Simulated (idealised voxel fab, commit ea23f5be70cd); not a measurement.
process module | voxel transistor to metal
cross-section cut | 150 nm wide | cells 5 nm
A cross-section is a grid of square cells, given in bands from the top down. A band is one or more rows of cells.
Each band's line starts with the height of the band's top and of its bottom, in nm. Then come its materials from left to right, each with its width in nm. One material with "throughout" fills the band from edge to edge. "air" is empty space.
Height 0 is the level under which the wafer as received is all one material. The lowest band goes on downwards, as in "0 down".
A width such as "30 to 40" changes by the same amount from each row of cells to the next, from the band's top row to its bottom row.
"no change" after a step means that no cell of the cross-section changed.
closed voids: empty space of 8 cells or more with no open way to the top, each as width x height at its distance from the left edge, in nm
after a step's settings: what the simulator itself notes on the step
overlay nm, on a step with a mask: how far to the right of its planned place the mask lay; to the left if negative
Each pair below shows a cross-section before one step and the cross-section after it, down to the lowest band that changed. The line under each pair gives the step between them, with its settings. The pairs can come from different runs of this module on the same starting wafer, so a pair continues from the pair above only where its "before" says so.
before
  65 to 40: air 25 | Ru 15 | air 65 | Ru 15 | air 30
  40 to 35: air 25 | TiN 15 | air 65 | TiN 15 | air 30
  35 to 20: SiO2 25 | TiN 5 | W 5 | TiN 5 | SiO2 65 | TiN 5 | W 5 | TiN 5 | SiO2 30
  20 to 10: SiO2 25 | TiN 5 | W 5 | TiN 5 | SiO2 10 | SiN 5 | HfO2 5 | TiN 5 | W 15 | TiN 5 | HfO2 5 | SiN 5 | SiO2 10 | TiN 5 | W 5 | TiN 5 | SiO2 30
  10 to 5: SiO2 25 | TiN 15 | SiO2 10 | SiN 5 | HfO2 5 | TiN 5 | W 15 | TiN 5 | HfO2 5 | SiN 5 | SiO2 10 | TiN 15 | SiO2 30
  5 to 0: SiO2 50 | SiN 5 | HfO2 5 | TiN 5 | W 15 | TiN 5 | HfO2 5 | SiN 5 | SiO2 55
  0 to -5: SiO2 10 | SiN 5 | SiO2 35 | SiN 5 | HfO2 5 | TiN 25 | HfO2 5 | SiN 5 | SiO2 35 | SiN 5 | SiO2 15
  -5 to -10: SiO2 45 | nSi 5 | HfO2 45 | nSi 5 | SiO2 50
  -10 to -15: SiO2 15 | nSi 35 | Si 45 | nSi 35 | SiO2 20
  -15 to -25: SiO2 15 | Si 115 | SiO2 20
  -25 down: Si throughout
  closed voids: none
after
  75 to 65: lowk throughout
  65 to 40: lowk 25 | Ru 15 | lowk 65 | Ru 15 | lowk 30
  40 to 35: lowk 25 | TiN 15 | lowk 65 | TiN 15 | lowk 30
  below 35: unchanged
  closed voids: none
the step between: op FILL_DEP | material lowk | thk nm 10
before: the cross-section after the pair above
after
  65 to 40: lowk 25 | Ru 15 | lowk 65 | Ru 15 | lowk 30
  below 40: unchanged
  closed voids: none
the step between: op CMP | height nm 65
before: the cross-section after the pair above
after
  70 to 65: SiN throughout
  below 65: unchanged
  closed voids: none
the step between: op CONFORMAL_DEP | material SiN | thk nm 5
before
  30 to 25: air 45 | TiN 15 | air 25 | TiN 15 | air 50
  25 to 20: TiN 50 | SiN 5 | TiN 5 | air 25 | TiN 5 | SiN 5 | TiN 55
  20 to 0: SiO2 50 | SiN 5 | TiN 5 | air 25 | TiN 5 | SiN 5 | SiO2 55
  0 to -5: SiO2 10 | SiN 5 | SiO2 35 | SiN 5 | TiN 5 | air 25 | TiN 5 | SiN 5 | SiO2 35 | SiN 5 | SiO2 15
  -5 to -10: SiO2 45 | nSi 5 | TiN 45 | nSi 5 | SiO2 50
  -10 to -15: SiO2 15 | nSi 35 | Si 45 | nSi 35 | SiO2 20
  -15 to -25: SiO2 15 | Si 115 | SiO2 20
  -25 down: Si throughout
  closed voids: none
after
  35 to 30: air 40 | HfO2 25 | air 15 | HfO2 25 | air 45
  30 to 25: HfO2 45 | TiN 15 | HfO2 5 | air 15 | HfO2 5 | TiN 15 | HfO2 50
  25 to 20: TiN 50 | SiN 5 | TiN 5 | HfO2 5 | air 15 | HfO2 5 | TiN 5 | SiN 5 | TiN 55
  20 to 0: SiO2 50 | SiN 5 | TiN 5 | HfO2 5 | air 15 | HfO2 5 | TiN 5 | SiN 5 | SiO2 55
  0 to -5: SiO2 10 | SiN 5 | SiO2 35 | SiN 5 | TiN 5 | HfO2 25 | TiN 5 | SiN 5 | SiO2 35 | SiN 5 | SiO2 15
  below -5: unchanged
  closed voids: none
the step between: op CONFORMAL_DEP | material HfO2 | thk nm 5
before: the cross-section after the pair above
after
  40 to 35: W throughout
  35 to 30: W 40 | HfO2 25 | W 15 | HfO2 25 | W 45
  30 to 25: HfO2 45 | TiN 15 | HfO2 5 | W 15 | HfO2 5 | TiN 15 | HfO2 50
  25 to 20: TiN 50 | SiN 5 | TiN 5 | HfO2 5 | W 15 | HfO2 5 | TiN 5 | SiN 5 | TiN 55
  20 to 0: SiO2 50 | SiN 5 | TiN 5 | HfO2 5 | W 15 | HfO2 5 | TiN 5 | SiN 5 | SiO2 55
  below 0: unchanged
  closed voids: none
the step between: op FILL_DEP | material W | thk nm 5
before: the cross-section after the pair above
after
  20 to 0: SiO2 50 | SiN 5 | TiN 5 | HfO2 5 | W 15 | HfO2 5 | TiN 5 | SiN 5 | SiO2 55
  below 0: unchanged
  closed voids: none
the step between: op CMP | height nm 20
before: the cross-section after the pair above
after
  35 to 20: SiO2 throughout
  below 20: unchanged
  closed voids: none
the step between: op DIRECTIONAL_DEP | material SiO2 | thk nm 15
before: the cross-section after the pair above
after
  50 to 35: aC throughout
  below 35: unchanged
  closed voids: none
the step between: op DIRECTIONAL_DEP | material aC | thk nm 15
before: the cross-section after the pair above
after
  80 to 50: resist 25 | air 15 | resist 65 | air 15 | resist 30
  below 50: unchanged
  closed voids: none
the step between: op PATTERN | tone open | mask id CONTACT | material resist | width nm 15 | pitch nm 80 | thk nm 30 | overlay nm 0
before: the cross-section after the pair above
after
  65 to 50: resist 25 | air 15 | resist 65 | air 15 | resist 30
  50 to 35: aC 25 | air 15 | aC 65 | air 15 | aC 30
  below 35: unchanged
  closed voids: none
the step between: op DIRECTIONAL_ETCH | etch materials aC | depth nm 15
before: the cross-section after the pair above
after
  50 to 35: aC 25 | air 15 | aC 65 | air 15 | aC 30
  below 35: unchanged
  closed voids: none
the step between: op STRIP | etch materials resist
before: the cross-section after the pair above
after
  50 to 35: aC 25 | air 15 | aC 65 | air 15 | aC 30
  35 to 20: SiO2 25 | air 15 | SiO2 65 | air 15 | SiO2 30
  20 to 0: SiO2 25 | air 15 | SiO2 10 | SiN 5 | TiN 5 | HfO2 5 | W 15 | HfO2 5 | TiN 5 | SiN 5 | SiO2 10 | air 15 | SiO2 30
  0 to -5: SiO2 10 | SiN 5 | SiO2 10 | air 15 | SiO2 10 | SiN 5 | TiN 5 | HfO2 25 | TiN 5 | SiN 5 | SiO2 10 | air 15 | SiO2 10 | SiN 5 | SiO2 15
  -5 to -10: SiO2 25 | air 15 | SiO2 5 | nSi 5 | TiN 45 | nSi 5 | SiO2 5 | air 15 | SiO2 30
  below -10: unchanged
  closed voids: none
the step between: op DIRECTIONAL_ETCH | etch materials SiO2 | depth nm 45
before: the cross-section after the pair above
after
  35 to 20: SiO2 25 | air 15 | SiO2 65 | air 15 | SiO2 30
  below 20: unchanged
  closed voids: none
the step between: op STRIP | etch materials aC
before: the cross-section after the pair above
after
  40 to 35: TiN 30 | air 5 | TiN 75 | air 5 | TiN 35
  35 to 20: SiO2 25 | TiN 5 | air 5 | TiN 5 | SiO2 65 | TiN 5 | air 5 | TiN 5 | SiO2 30
  20 to 0: SiO2 25 | TiN 5 | air 5 | TiN 5 | SiO2 10 | SiN 5 | TiN 5 | HfO2 5 | W 15 | HfO2 5 | TiN 5 | SiN 5 | SiO2 10 | TiN 5 | air 5 | TiN 5 | SiO2 30
  0 to -5: SiO2 10 | SiN 5 | SiO2 10 | TiN 5 | air 5 | TiN 5 | SiO2 10 | SiN 5 | TiN 5 | HfO2 25 | TiN 5 | SiN 5 | SiO2 10 | TiN 5 | air 5 | TiN 5 | SiO2 10 | SiN 5 | SiO2 15
  -5 to -10: SiO2 25 | TiN 15 | SiO2 5 | nSi 5 | TiN 45 | nSi 5 | SiO2 5 | TiN 15 | SiO2 30
  below -10: unchanged
  closed voids: none
the step between: op CONFORMAL_DEP | material TiN | thk nm 5
before: the cross-section after the pair above
after
  50 to 40: W throughout
  40 to 35: TiN 30 | W 5 | TiN 75 | W 5 | TiN 35
  35 to 20: SiO2 25 | TiN 5 | W 5 | TiN 5 | SiO2 65 | TiN 5 | W 5 | TiN 5 | SiO2 30
  20 to 0: SiO2 25 | TiN 5 | W 5 | TiN 5 | SiO2 10 | SiN 5 | TiN 5 | HfO2 5 | W 15 | HfO2 5 | TiN 5 | SiN 5 | SiO2 10 | TiN 5 | W 5 | TiN 5 | SiO2 30
  0 to -5: SiO2 10 | SiN 5 | SiO2 10 | TiN 5 | W 5 | TiN 5 | SiO2 10 | SiN 5 | TiN 5 | HfO2 25 | TiN 5 | SiN 5 | SiO2 10 | TiN 5 | W 5 | TiN 5 | SiO2 10 | SiN 5 | SiO2 15
  below -5: unchanged
  closed voids: none
the step between: op FILL_DEP | material W | thk nm 10
before: the cross-section after the pair above
after
  35 to 20: SiO2 25 | TiN 5 | W 5 | TiN 5 | SiO2 65 | TiN 5 | W 5 | TiN 5 | SiO2 30
  below 20: unchanged
  closed voids: none
the step between: op CMP | height nm 35
before: the cross-section after the pair above
after
  40 to 35: TiN throughout
  below 35: unchanged
  closed voids: none
the step between: op DIRECTIONAL_DEP | material TiN | thk nm 5
before: the cross-section after the pair above
after
  65 to 40: Ru throughout
  below 40: unchanged
  closed voids: none
the step between: op DIRECTIONAL_DEP | material Ru | thk nm 25
before: the cross-section after the pair above
after
  80 to 65: air 25 | resist 15 | air 65 | resist 15 | air 30
  below 65: unchanged
  closed voids: none
the step between: op PATTERN | tone cover | mask id METAL_1 | material resist | width nm 15 | pitch nm 80 | thk nm 15 | overlay nm 0
before: the cross-section after the pair above
after
  80 to 65: air 25 | resist 15 | air 65 | resist 15 | air 30
  65 to 40: air 25 | Ru 15 | air 65 | Ru 15 | air 30
  below 40: unchanged
  closed voids: none
the step between: op DIRECTIONAL_ETCH | etch materials Ru | depth nm 25
before: the cross-section after the pair above
after
  80 to 65: air 25 | resist 15 | air 65 | resist 15 | air 30
  65 to 40: air 25 | Ru 15 | air 65 | Ru 15 | air 30
  40 to 35: air 25 | TiN 15 | air 65 | TiN 15 | air 30
  below 35: unchanged
  closed voids: none
the step between: op DIRECTIONAL_ETCH | etch materials TiN | depth nm 5
before: the cross-section after the pair above
after
  65 to 40: air 25 | Ru 15 | air 65 | Ru 15 | air 30
  below 40: unchanged
  closed voids: none
the step between: op STRIP | etch materials resist
before: the cross-section after the pair above
after
  75 to 65: lowk throughout
  65 to 40: lowk 25 | Ru 15 | lowk 65 | Ru 15 | lowk 30
  40 to 35: lowk 25 | TiN 15 | lowk 65 | TiN 15 | lowk 30
  below 35: unchanged
  closed voids: none
the step between: op FILL_DEP | material lowk | thk nm 10
before: the cross-section after the pair above
after
  65 to 40: lowk 25 | Ru 15 | lowk 65 | Ru 15 | lowk 30
  below 40: unchanged
  closed voids: none
the step between: op CMP | height nm 65
before: the cross-section after the pair above
after
  70 to 65: SiN throughout
  below 65: unchanged
  closed voids: none
the step between: op CONFORMAL_DEP | material SiN | thk nm 5
before
  40 to 25: air 50 | SiN 5 | SiCN 35 | SiN 5 | air 55
  25 to 0: air 50 | SiN 5 | polySi 35 | SiN 5 | air 55
  0 to -5: air 10 | SiN 5 | air 35 | SiN 5 | polySi 35 | SiN 5 | air 35 | SiN 5 | air 15
  -5 to -10: SiO2 15 | air 35 | SiO2 45 | air 35 | SiO2 20
  -10 to -25: SiO2 15 | Si 115 | SiO2 20
  -25 down: Si throughout
  closed voids: none
after
  40 to 25: air 50 | SiN 5 | SiCN 35 | SiN 5 | air 55
  25 to 0: air 50 | SiN 5 | polySi 35 | SiN 5 | air 55
  0 to -5: air 10 | SiN 5 | air 35 | SiN 5 | polySi 35 | SiN 5 | air 35 | SiN 5 | air 15
  -5 to -10: SiO2 15 | air 35 | SiO2 45 | air 35 | SiO2 20
  -10 to -25: SiO2 15 | air 35 | Si 45 | air 35 | SiO2 20
  below -25: unchanged
  closed voids: none
the step between: op DIRECTIONAL_ETCH | etch materials Si | depth nm 15
before: the cross-section after the pair above
after
  40 to 25: air 50 | SiN 5 | SiCN 35 | SiN 5 | air 55
  25 to 0: air 50 | SiN 5 | polySi 35 | SiN 5 | air 55
  0 to -5: air 10 | SiN 5 | air 35 | SiN 5 | polySi 35 | SiN 5 | air 35 | SiN 5 | air 15
  -5 to -10: SiO2 15 | air 30 | nSi 5 | SiO2 45 | nSi 5 | air 30 | SiO2 20
  -10 to -20: SiO2 15 | air 30 | nSi 5 | Si 45 | nSi 5 | air 30 | SiO2 20
  -20 to -25: SiO2 15 | nSi 35 | Si 45 | nSi 35 | SiO2 20
  below -25: unchanged
  closed voids: none
the step between: op EPI | material nSi | thk nm 5
before: the cross-section after the pair above
after
  50 to 40: SiO2 throughout
  40 to 25: SiO2 50 | SiN 5 | SiCN 35 | SiN 5 | SiO2 55
  25 to 0: SiO2 50 | SiN 5 | polySi 35 | SiN 5 | SiO2 55
  0 to -5: SiO2 10 | SiN 5 | SiO2 35 | SiN 5 | polySi 35 | SiN 5 | SiO2 35 | SiN 5 | SiO2 15
  -5 to -10: SiO2 45 | nSi 5 | SiO2 45 | nSi 5 | SiO2 50
  -10 to -20: SiO2 45 | nSi 5 | Si 45 | nSi 5 | SiO2 50
  below -20: unchanged
  closed voids: none
the step between: op FILL_DEP | material SiO2 | thk nm 10
before: the cross-section after the pair above
after
  25 to 0: SiO2 50 | SiN 5 | polySi 35 | SiN 5 | SiO2 55
  below 0: unchanged
  closed voids: none
the step between: op CMP | height nm 25
before: the cross-section after the pair above
after
  25 to 0: SiO2 50 | SiN 5 | air 35 | SiN 5 | SiO2 55
  0 to -5: SiO2 10 | SiN 5 | SiO2 35 | SiN 5 | air 35 | SiN 5 | SiO2 35 | SiN 5 | SiO2 15
  below -5: unchanged
  closed voids: none
the step between: op STRIP | etch materials polySi
before: the cross-section after the pair above
after
  25 to 20: air 50 | SiN 5 | air 35 | SiN 5 | air 55
  20 to 0: SiO2 50 | SiN 5 | air 35 | SiN 5 | SiO2 55
  0 to -5: SiO2 10 | SiN 5 | SiO2 35 | SiN 5 | air 35 | SiN 5 | SiO2 35 | SiN 5 | SiO2 15
  -5 to -10: SiO2 45 | nSi 5 | air 45 | nSi 5 | SiO2 50
  below -10: unchanged
  closed voids: none
the step between: op SELECTIVE_ETCH | etch materials SiO2 | depth nm 5
before: the cross-section after the pair above
after
  30 to 25: air 45 | HfO2 15 | air 25 | HfO2 15 | air 50
  25 to 20: HfO2 50 | SiN 5 | HfO2 5 | air 25 | HfO2 5 | SiN 5 | HfO2 55
  20 to 0: SiO2 50 | SiN 5 | HfO2 5 | air 25 | HfO2 5 | SiN 5 | SiO2 55
  0 to -5: SiO2 10 | SiN 5 | SiO2 35 | SiN 5 | HfO2 5 | air 25 | HfO2 5 | SiN 5 | SiO2 35 | SiN 5 | SiO2 15
  -5 to -10: SiO2 45 | nSi 5 | HfO2 45 | nSi 5 | SiO2 50
  below -10: unchanged
  closed voids: none
the step between: op CONFORMAL_DEP | material HfO2 | thk nm 5
before: the cross-section after the pair above
after
  35 to 30: air 40 | TiN 25 | air 15 | TiN 25 | air 45
  30 to 25: TiN 45 | HfO2 15 | TiN 5 | air 15 | TiN 5 | HfO2 15 | TiN 50
  25 to 20: HfO2 50 | SiN 5 | HfO2 5 | TiN 5 | air 15 | TiN 5 | HfO2 5 | SiN 5 | HfO2 55
  20 to 0: SiO2 50 | SiN 5 | HfO2 5 | TiN 5 | air 15 | TiN 5 | HfO2 5 | SiN 5 | SiO2 55
  0 to -5: SiO2 10 | SiN 5 | SiO2 35 | SiN 5 | HfO2 5 | TiN 25 | HfO2 5 | SiN 5 | SiO2 35 | SiN 5 | SiO2 15
  below -5: unchanged
  closed voids: none
the step between: op CONFORMAL_DEP | material TiN | thk nm 5
before: the cross-section after the pair above
after
  40 to 35: W throughout
  35 to 30: W 40 | TiN 25 | W 15 | TiN 25 | W 45
  30 to 25: TiN 45 | HfO2 15 | TiN 5 | W 15 | TiN 5 | HfO2 15 | TiN 50
  25 to 20: HfO2 50 | SiN 5 | HfO2 5 | TiN 5 | W 15 | TiN 5 | HfO2 5 | SiN 5 | HfO2 55
  20 to 0: SiO2 50 | SiN 5 | HfO2 5 | TiN 5 | W 15 | TiN 5 | HfO2 5 | SiN 5 | SiO2 55
  below 0: unchanged
  closed voids: none
the step between: op FILL_DEP | material W | thk nm 5
before: the cross-section after the pair above
after
  20 to 0: SiO2 50 | SiN 5 | HfO2 5 | TiN 5 | W 15 | TiN 5 | HfO2 5 | SiN 5 | SiO2 55
  below 0: unchanged
  closed voids: none
the step between: op CMP | height nm 20
before: the cross-section after the pair above
after
  35 to 20: SiO2 throughout
  below 20: unchanged
  closed voids: none
the step between: op DIRECTIONAL_DEP | material SiO2 | thk nm 15
before: the cross-section after the pair above
after
  50 to 35: aC throughout
  below 35: unchanged
  closed voids: none
the step between: op DIRECTIONAL_DEP | material aC | thk nm 15
before: the cross-section after the pair above
after
  80 to 50: resist 25 | air 15 | resist 65 | air 15 | resist 30
  below 50: unchanged
  closed voids: none
the step between: op PATTERN | tone open | mask id CONTACT | material resist | width nm 15 | pitch nm 80 | thk nm 30 | overlay nm 0
before: the cross-section after the pair above
after
  65 to 50: resist 25 | air 15 | resist 65 | air 15 | resist 30
  50 to 35: aC 25 | air 15 | aC 65 | air 15 | aC 30
  below 35: unchanged
  closed voids: none
the step between: op DIRECTIONAL_ETCH | etch materials aC | depth nm 15
before: the cross-section after the pair above
after
  50 to 35: aC 25 | air 15 | aC 65 | air 15 | aC 30
  below 35: unchanged
  closed voids: none
the step between: op STRIP | etch materials resist
before: the cross-section after the pair above
after
  50 to 35: aC 25 | air 15 | aC 65 | air 15 | aC 30
  35 to 20: SiO2 25 | air 15 | SiO2 65 | air 15 | SiO2 30
  20 to 0: SiO2 25 | air 15 | SiO2 10 | SiN 5 | HfO2 5 | TiN 5 | W 15 | TiN 5 | HfO2 5 | SiN 5 | SiO2 10 | air 15 | SiO2 30
  0 to -5: SiO2 10 | SiN 5 | SiO2 10 | air 15 | SiO2 10 | SiN 5 | HfO2 5 | TiN 25 | HfO2 5 | SiN 5 | SiO2 10 | air 15 | SiO2 10 | SiN 5 | SiO2 15
  -5 to -10: SiO2 25 | air 15 | SiO2 5 | nSi 5 | HfO2 45 | nSi 5 | SiO2 5 | air 15 | SiO2 30
  below -10: unchanged
  closed voids: none
the step between: op DIRECTIONAL_ETCH | etch materials SiO2 | depth nm 45
before: the cross-section after the pair above
after
  35 to 20: SiO2 25 | air 15 | SiO2 65 | air 15 | SiO2 30
  below 20: unchanged
  closed voids: none
the step between: op STRIP | etch materials aC
before: the cross-section after the pair above
after
  40 to 35: TiN 30 | air 5 | TiN 75 | air 5 | TiN 35
  35 to 20: SiO2 25 | TiN 5 | air 5 | TiN 5 | SiO2 65 | TiN 5 | air 5 | TiN 5 | SiO2 30
  20 to 0: SiO2 25 | TiN 5 | air 5 | TiN 5 | SiO2 10 | SiN 5 | HfO2 5 | TiN 5 | W 15 | TiN 5 | HfO2 5 | SiN 5 | SiO2 10 | TiN 5 | air 5 | TiN 5 | SiO2 30
  0 to -5: SiO2 10 | SiN 5 | SiO2 10 | TiN 5 | air 5 | TiN 5 | SiO2 10 | SiN 5 | HfO2 5 | TiN 25 | HfO2 5 | SiN 5 | SiO2 10 | TiN 5 | air 5 | TiN 5 | SiO2 10 | SiN 5 | SiO2 15
  -5 to -10: SiO2 25 | TiN 15 | SiO2 5 | nSi 5 | HfO2 45 | nSi 5 | SiO2 5 | TiN 15 | SiO2 30
  below -10: unchanged
  closed voids: none
the step between: op CONFORMAL_DEP | material TiN | thk nm 5
before: the cross-section after the pair above
after
  50 to 40: W throughout
  40 to 35: TiN 30 | W 5 | TiN 75 | W 5 | TiN 35
  35 to 20: SiO2 25 | TiN 5 | W 5 | TiN 5 | SiO2 65 | TiN 5 | W 5 | TiN 5 | SiO2 30
  20 to 0: SiO2 25 | TiN 5 | W 5 | TiN 5 | SiO2 10 | SiN 5 | HfO2 5 | TiN 5 | W 15 | TiN 5 | HfO2 5 | SiN 5 | SiO2 10 | TiN 5 | W 5 | TiN 5 | SiO2 30
  0 to -5: SiO2 10 | SiN 5 | SiO2 10 | TiN 5 | W 5 | TiN 5 | SiO2 10 | SiN 5 | HfO2 5 | TiN 25 | HfO2 5 | SiN 5 | SiO2 10 | TiN 5 | W 5 | TiN 5 | SiO2 10 | SiN 5 | SiO2 15
  below -5: unchanged
  closed voids: none
the step between: op FILL_DEP | material W | thk nm 10
before: the cross-section after the pair above
after
  35 to 20: SiO2 25 | TiN 5 | W 5 | TiN 5 | SiO2 65 | TiN 5 | W 5 | TiN 5 | SiO2 30
  below 20: unchanged
  closed voids: none
the step between: op CMP | height nm 35
before: the cross-section after the pair above
after
  40 to 35: TiN throughout
  below 35: unchanged
  closed voids: none
the step between: op DIRECTIONAL_DEP | material TiN | thk nm 5
before: the cross-section after the pair above
after
  65 to 40: Ru throughout
  below 40: unchanged
  closed voids: none
the step between: op DIRECTIONAL_DEP | material Ru | thk nm 25
before: the cross-section after the pair above
after
  80 to 65: air 25 | resist 15 | air 65 | resist 15 | air 30
  below 65: unchanged
  closed voids: none
the step between: op PATTERN | tone cover | mask id METAL_1 | material resist | width nm 15 | pitch nm 80 | thk nm 15 | overlay nm 0
before: the cross-section after the pair above
after
  80 to 65: air 25 | resist 15 | air 65 | resist 15 | air 30
  65 to 40: air 25 | Ru 15 | air 65 | Ru 15 | air 30
  below 40: unchanged
  closed voids: none
the step between: op DIRECTIONAL_ETCH | etch materials Ru | depth nm 25
before: the cross-section after the pair above
after
  80 to 65: air 25 | resist 15 | air 65 | resist 15 | air 30
  65 to 40: air 25 | Ru 15 | air 65 | Ru 15 | air 30
  40 to 35: air 25 | TiN 15 | air 65 | TiN 15 | air 30
  below 35: unchanged
  closed voids: none
the step between: op DIRECTIONAL_ETCH | etch materials TiN | depth nm 5
before: the cross-section after the pair above
after
  65 to 40: air 25 | Ru 15 | air 65 | Ru 15 | air 30
  below 40: unchanged
  closed voids: none
the step between: op STRIP | etch materials resist
before: the cross-section after the pair above
after
  75 to 65: lowk throughout
  65 to 40: lowk 25 | Ru 15 | lowk 65 | Ru 15 | lowk 30
  40 to 35: lowk 25 | TiN 15 | lowk 65 | TiN 15 | lowk 30
  below 35: unchanged
  closed voids: none
the step between: op FILL_DEP | material lowk | thk nm 10
before: the cross-section after the pair above
after
  65 to 40: lowk 25 | Ru 15 | lowk 65 | Ru 15 | lowk 30
  below 40: unchanged
  closed voids: none
the step between: op CMP | height nm 65
before: the cross-section after the pair above
after
  70 to 65: SiN throughout
  below 65: unchanged
  closed voids: none
the step between: op CONFORMAL_DEP | material SiN | thk nm 5
before
  65 to 40: Ru throughout
  40 to 35: TiN throughout
  35 to 20: SiO2 25 | TiN 5 | W 5 | TiN 5 | SiO2 65 | TiN 5 | W 5 | TiN 5 | SiO2 30
  20 to 0: SiO2 25 | TiN 5 | W 5 | TiN 5 | SiO2 10 | SiN 5 | HfO2 5 | TiN 5 | W 15 | TiN 5 | HfO2 5 | SiN 5 | SiO2 10 | TiN 5 | W 5 | TiN 5 | SiO2 30
  0 to -5: SiO2 10 | SiN 5 | SiO2 10 | TiN 5 | W 5 | TiN 5 | SiO2 10 | SiN 5 | HfO2 5 | TiN 25 | HfO2 5 | SiN 5 | SiO2 10 | TiN 5 | W 5 | TiN 5 | SiO2 10 | SiN 5 | SiO2 15
  -5 to -10: SiO2 25 | TiN 15 | SiO2 5 | nSi 5 | HfO2 45 | nSi 5 | SiO2 5 | TiN 15 | SiO2 30
  -10 to -15: SiO2 15 | nSi 35 | Si 45 | nSi 35 | SiO2 20
  -15 to -25: SiO2 15 | Si 115 | SiO2 20
  -25 down: Si throughout
  closed voids: none
after
  80 to 65: air 25 | resist 20 | air 60 | resist 20 | air 25
  below 65: unchanged
  closed voids: none
the step between: op PATTERN | tone cover | mask id METAL_1 | material resist | width nm 20 | pitch nm 80 | thk nm 15 | overlay nm 0
before: the cross-section after the pair above
after
  80 to 65: air 25 | resist 20 | air 60 | resist 20 | air 25
  65 to 40: air 25 | Ru 20 | air 60 | Ru 20 | air 25
  below 40: unchanged
  closed voids: none
the step between: op DIRECTIONAL_ETCH | etch materials Ru | depth nm 25
before: the cross-section after the pair above
after
  80 to 65: air 25 | resist 20 | air 60 | resist 20 | air 25
  65 to 40: air 25 | Ru 20 | air 60 | Ru 20 | air 25
  40 to 35: air 25 | TiN 20 | air 60 | TiN 20 | air 25
  below 35: unchanged
  closed voids: none
the step between: op DIRECTIONAL_ETCH | etch materials TiN | depth nm 5
before: the cross-section after the pair above
after
  65 to 40: air 25 | Ru 20 | air 60 | Ru 20 | air 25
  below 40: unchanged
  closed voids: none
the step between: op STRIP | etch materials resist
before: the cross-section after the pair above
after
  75 to 65: lowk throughout
  65 to 40: lowk 25 | Ru 20 | lowk 60 | Ru 20 | lowk 25
  40 to 35: lowk 25 | TiN 20 | lowk 60 | TiN 20 | lowk 25
  below 35: unchanged
  closed voids: none
the step between: op FILL_DEP | material lowk | thk nm 10
before: the cross-section after the pair above
after
  65 to 40: lowk 25 | Ru 20 | lowk 60 | Ru 20 | lowk 25
  below 40: unchanged
  closed voids: none
the step between: op CMP | height nm 65
before: the cross-section after the pair above
after
  70 to 65: SiN throughout
  below 65: unchanged
  closed voids: none
the step between: op CONFORMAL_DEP | material SiN | thk nm 5
before
  50 to 35: aC throughout
  35 to 20: SiO2 throughout
  20 to 0: SiO2 50 | SiN 5 | HfO2 5 | TiN 5 | W 15 | TiN 5 | HfO2 5 | SiN 5 | SiO2 55
  0 to -5: SiO2 10 | SiN 5 | SiO2 35 | SiN 5 | HfO2 5 | TiN 25 | HfO2 5 | SiN 5 | SiO2 35 | SiN 5 | SiO2 15
  -5 to -10: SiO2 45 | nSi 5 | HfO2 45 | nSi 5 | SiO2 50
  -10 to -15: SiO2 15 | nSi 35 | Si 45 | nSi 35 | SiO2 20
  -15 to -25: SiO2 15 | Si 115 | SiO2 20
  -25 down: Si throughout
  closed voids: none
after
  80 to 50: resist 20 | air 15 | resist 65 | air 15 | resist 35
  below 50: unchanged
  closed voids: none
the step between: op PATTERN | tone open | mask id CONTACT | material resist | width nm 15 | pitch nm 80 | thk nm 30 | overlay nm -5
before: the cross-section after the pair above
after
  65 to 50: resist 20 | air 15 | resist 65 | air 15 | resist 35
  50 to 35: aC 20 | air 15 | aC 65 | air 15 | aC 35
  below 35: unchanged
  closed voids: none
the step between: op DIRECTIONAL_ETCH | etch materials aC | depth nm 15
before: the cross-section after the pair above
after
  50 to 35: aC 20 | air 15 | aC 65 | air 15 | aC 35
  below 35: unchanged
  closed voids: none
the step between: op STRIP | etch materials resist
before: the cross-section after the pair above
after
  50 to 35: aC 20 | air 15 | aC 65 | air 15 | aC 35
  35 to 20: SiO2 20 | air 15 | SiO2 65 | air 15 | SiO2 35
  20 to 0: SiO2 20 | air 15 | SiO2 15 | SiN 5 | HfO2 5 | TiN 5 | W 15 | TiN 5 | HfO2 5 | SiN 5 | SiO2 5 | air 15 | SiO2 35
  0 to -5: SiO2 10 | SiN 5 | SiO2 5 | air 15 | SiO2 15 | SiN 5 | HfO2 5 | TiN 25 | HfO2 5 | SiN 5 | SiO2 5 | air 15 | SiO2 15 | SiN 5 | SiO2 15
  -5 to -10: SiO2 20 | air 15 | SiO2 10 | nSi 5 | HfO2 45 | nSi 5 | air 15 | SiO2 35
  below -10: unchanged
  closed voids: none
the step between: op DIRECTIONAL_ETCH | etch materials SiO2 | depth nm 45
before: the cross-section after the pair above
after
  35 to 20: SiO2 20 | air 15 | SiO2 65 | air 15 | SiO2 35
  below 20: unchanged
  closed voids: none
the step between: op STRIP | etch materials aC
before: the cross-section after the pair above
after
  40 to 35: TiN 25 | air 5 | TiN 75 | air 5 | TiN 40
  35 to 20: SiO2 20 | TiN 5 | air 5 | TiN 5 | SiO2 65 | TiN 5 | air 5 | TiN 5 | SiO2 35
  20 to 0: SiO2 20 | TiN 5 | air 5 | TiN 5 | SiO2 15 | SiN 5 | HfO2 5 | TiN 5 | W 15 | TiN 5 | HfO2 5 | SiN 5 | SiO2 5 | TiN 5 | air 5 | TiN 5 | SiO2 35
  0 to -5: SiO2 10 | SiN 5 | SiO2 5 | TiN 5 | air 5 | TiN 5 | SiO2 15 | SiN 5 | HfO2 5 | TiN 25 | HfO2 5 | SiN 5 | SiO2 5 | TiN 5 | air 5 | TiN 5 | SiO2 15 | SiN 5 | SiO2 15
  -5 to -10: SiO2 20 | TiN 15 | SiO2 10 | nSi 5 | HfO2 45 | nSi 5 | TiN 15 | SiO2 35
  below -10: unchanged
  closed voids: none
the step between: op CONFORMAL_DEP | material TiN | thk nm 5
before: the cross-section after the pair above
after
  50 to 40: W throughout
  40 to 35: TiN 25 | W 5 | TiN 75 | W 5 | TiN 40
  35 to 20: SiO2 20 | TiN 5 | W 5 | TiN 5 | SiO2 65 | TiN 5 | W 5 | TiN 5 | SiO2 35
  20 to 0: SiO2 20 | TiN 5 | W 5 | TiN 5 | SiO2 15 | SiN 5 | HfO2 5 | TiN 5 | W 15 | TiN 5 | HfO2 5 | SiN 5 | SiO2 5 | TiN 5 | W 5 | TiN 5 | SiO2 35
  0 to -5: SiO2 10 | SiN 5 | SiO2 5 | TiN 5 | W 5 | TiN 5 | SiO2 15 | SiN 5 | HfO2 5 | TiN 25 | HfO2 5 | SiN 5 | SiO2 5 | TiN 5 | W 5 | TiN 5 | SiO2 15 | SiN 5 | SiO2 15
  below -5: unchanged
  closed voids: none
the step between: op FILL_DEP | material W | thk nm 10
before: the cross-section after the pair above
after
  35 to 20: SiO2 20 | TiN 5 | W 5 | TiN 5 | SiO2 65 | TiN 5 | W 5 | TiN 5 | SiO2 35
  below 20: unchanged
  closed voids: none
the step between: op CMP | height nm 35
before: the cross-section after the pair above
after
  40 to 35: TiN throughout
  below 35: unchanged
  closed voids: none
the step between: op DIRECTIONAL_DEP | material TiN | thk nm 5
